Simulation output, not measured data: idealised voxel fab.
Process module in this document: voxel transistor to metal
FYI the section here is cut, 260 nm wide, cells are 5 nm squares.
Square cells in a grid make up a cross-section in this document, and the grid is given as bands, listed from the top down, each one or more rows of cells. Band entry format. Leading values: height of top, height of bottom, nm. Remainder: materials in left-to-right order, each with its width in nm. Special words: "all across" on a single material, which then fills the band edge to edge; "empty", empty space. Height 0 is the level under which the wafer as received is all one material. The lowest band goes on downwards, as in "0 and below". Width "30->40": first value at the band's top row of cells, second value at its bottom row, equal change from row to row. "nothing got changed" means the step left every cell of the cross-section as it was. Empty spaces without an open route to the top, at least 8 cells in extent, make up the entry "Sealed void listing"; each is given as width x height at distance, where the distance is measured from the left edge, and all are in nm. Whatever follows a step's settings on its line is a remark the simulator itself makes about that step. The optional step-line setting "overlay nm" applies to steps with a mask and quantifies how far to the right of its planned location the mask lay, a negative value indicating leftward placement.
The following list gives the planned process steps
1,RECEIVE: material Si
2,CONFORMAL_DEP: material SiO2, thk nm 5
3,CONFORMAL_DEP: material SiN, thk nm 10
4,DIRECTIONAL_DEP: material aC, thk nm 10
5,PATTERN: tone cover, mask id ACTIVE, material resist, width nm 100, pitch nm 130, thk nm 30, overlay nm 0
6,DIRECTIONAL_ETCH: etch materials aC, depth nm 10
7,STRIP: etch materials resist
8,DIRECTIONAL_ETCH: etch materials SiN, depth nm 10
9,DIRECTIONAL_ETCH: etch materials SiO2, depth nm 5
10,DIRECTIONAL_ETCH: etch materials Si, depth nm 25
11,STRIP: etch materials aC
12,OXIDIZE: depth nm 5
13,FILL_DEP: material SiO2, thk nm 5
14,CMP: height nm 15
15,SELECTIVE_ETCH: etch materials SiO2, depth nm 10
16,STRIP: etch materials SiN
17,SELECTIVE_ETCH: etch materials SiO2, depth nm 5
18,OXIDIZE: depth nm 5
19,DIRECTIONAL_DEP: material polySi, thk nm 30
20,DIRECTIONAL_DEP: material SiCN, thk nm 15
21,PATTERN: tone cover, mask id GATE, material resist, width nm 20, pitch nm 130, thk nm 15, overlay nm 0
22,DIRECTIONAL_ETCH: etch materials SiCN, depth nm 25
23,DIRECTIONAL_ETCH: etch materials polySi, depth nm 40
24,STRIP: etch materials resist
25,CONFORMAL_DEP: material SiO2, thk nm 5
26,DIRECTIONAL_ETCH: etch materials SiO2, depth nm 5
27,CONFORMAL_DEP: material SiN, thk nm 10
28,DIRECTIONAL_ETCH: etch materials SiN, depth nm 10
29,DIRECTIONAL_ETCH: etch materials SiO2, depth nm 5
30,DIRECTIONAL_ETCH: etch materials Si, depth nm 15
31,EPI: material pSi, thk nm 20
32,FILL_DEP: material SiO2, thk nm 10
33,CMP: height nm 45
34,DIRECTIONAL_DEP: material SiO2, thk nm 10
35,PATTERN: tone open, mask id CONTACT, material resist, width nm 15, pitch nm 65, thk nm 15, overlay nm 0
36,DIRECTIONAL_ETCH: etch materials SiO2, depth nm 40
37,STRIP: etch materials resist
38,CONFORMAL_DEP: material TiN, thk nm 5
39,FILL_DEP: material Ru, thk nm 5
40,CMP: height nm 55
41,CONFORMAL_DEP: material SiCN, thk nm 5
42,DIRECTIONAL_DEP: material lowk, thk nm 15
43,DIRECTIONAL_DEP: material aC, thk nm 15
44,PATTERN: tone open, mask id METAL_1, material resist, width nm 15, pitch nm 65, thk nm 30, overlay nm 0
45,DIRECTIONAL_ETCH: etch materials aC, depth nm 15
46,STRIP: etch materials resist
47,DIRECTIONAL_ETCH: etch materials lowk, depth nm 15
48,DIRECTIONAL_ETCH: etch materials SiCN, depth nm 5
49,STRIP: etch materials aC
50,CONFORMAL_DEP: material TiN, thk nm 5
51,FILL_DEP: material W, thk nm 10
52,CMP: height nm 75
53,EPI: material Ru, thk nm 5
54,FILL_DEP: material SiCN, thk nm 5
Cross-section of the wafer as it came to us, i.e., already through step 1
- 0 and below  Si all across
- Sealed void listing: none
The cross-section shown corresponds to the wafer at the conclusion of the module. The initial structure and the process plan are those presented above; however, one mistake occurred in executing the plan
- 85 down to 80  SiCN all across
- 80 down to 75  20 nm SiCN, 25 nm Ru, 40 nm SiCN, 25 nm Ru, 40 nm SiCN, 25 nm Ru, 40 nm SiCN, 25 nm Ru, 20 nm SiCN
- 75 down to 60  25 nm lowk, 5 nm TiN, 5 nm W, 5 nm TiN, 50 nm lowk, 5 nm TiN, 5 nm W, 5 nm TiN, 50 nm lowk, 5 nm TiN, 5 nm W, 5 nm TiN, 50 nm lowk, 5 nm TiN, 5 nm W, 5 nm TiN, 25 nm lowk
- 60 down to 55  25 nm SiCN, 15 nm TiN, 50 nm SiCN, 15 nm TiN, 50 nm SiCN, 15 nm TiN, 50 nm SiCN, 15 nm TiN, 25 nm SiCN
- 55 down to 45  25 nm SiO2, 5 nm TiN, 5 nm Ru, 5 nm TiN, 50 nm SiO2, 5 nm TiN, 5 nm Ru, 5 nm TiN, 50 nm SiO2, 5 nm TiN, 5 nm Ru, 5 nm TiN, 50 nm SiO2, 5 nm TiN, 5 nm Ru, 5 nm TiN, 25 nm SiO2
- 45 down to 30  25 nm SiO2, 5 nm TiN, 5 nm Ru, 5 nm TiN, 10 nm SiN, 5 nm SiO2, 20 nm SiCN, 5 nm SiO2, 10 nm SiN, 5 nm TiN, 5 nm Ru, 5 nm TiN, 50 nm SiO2, 5 nm TiN, 5 nm Ru, 5 nm TiN, 10 nm SiN, 5 nm SiO2, 20 nm SiCN, 5 nm SiO2, 10 nm SiN, 5 nm TiN, 5 nm Ru, 5 nm TiN, 25 nm SiO2
- 30 down to 20  25 nm SiO2, 5 nm TiN, 5 nm Ru, 5 nm TiN, 10 nm SiN, 5 nm SiO2, 20 nm polySi, 5 nm SiO2, 10 nm SiN, 5 nm TiN, 5 nm Ru, 5 nm TiN, 50 nm SiO2, 5 nm TiN, 5 nm Ru, 5 nm TiN, 10 nm SiN, 5 nm SiO2, 20 nm polySi, 5 nm SiO2, 10 nm SiN, 5 nm TiN, 5 nm Ru, 5 nm TiN, 25 nm SiO2
- 20 down to 15  25 nm SiO2, 15 nm TiN, 10 nm SiN, 5 nm SiO2, 20 nm polySi, 5 nm SiO2, 10 nm SiN, 15 nm TiN, 50 nm SiO2, 15 nm TiN, 10 nm SiN, 5 nm SiO2, 20 nm polySi, 5 nm SiO2, 10 nm SiN, 15 nm TiN, 25 nm SiO2
- 15 down to 0  20 nm SiO2, 20 nm pSi, 10 nm SiN, 5 nm SiO2, 20 nm polySi, 5 nm SiO2, 10 nm SiN, 20 nm pSi, 40 nm SiO2, 20 nm pSi, 10 nm SiN, 5 nm SiO2, 20 nm polySi, 5 nm SiO2, 10 nm SiN, 20 nm pSi, 20 nm SiO2
- 0 down to -5  15 nm SiO2, 25 nm pSi, 50 nm SiO2, 25 nm pSi, 30 nm SiO2, 25 nm pSi, 50 nm SiO2, 25 nm pSi, 15 nm SiO2
- -5 down to -20  20 nm SiO2, 20 nm pSi, 50 nm Si, 20 nm pSi, 40 nm SiO2, 20 nm pSi, 50 nm Si, 20 nm pSi, 20 nm SiO2
- -20 down to -55  20 nm SiO2, 90 nm Si, 40 nm SiO2, 90 nm Si, 20 nm SiO2
- -55 and below  Si all across
- Sealed void listing: none
Which mistake was made when the wafer was run? regarding the plan, step 10 was run twice
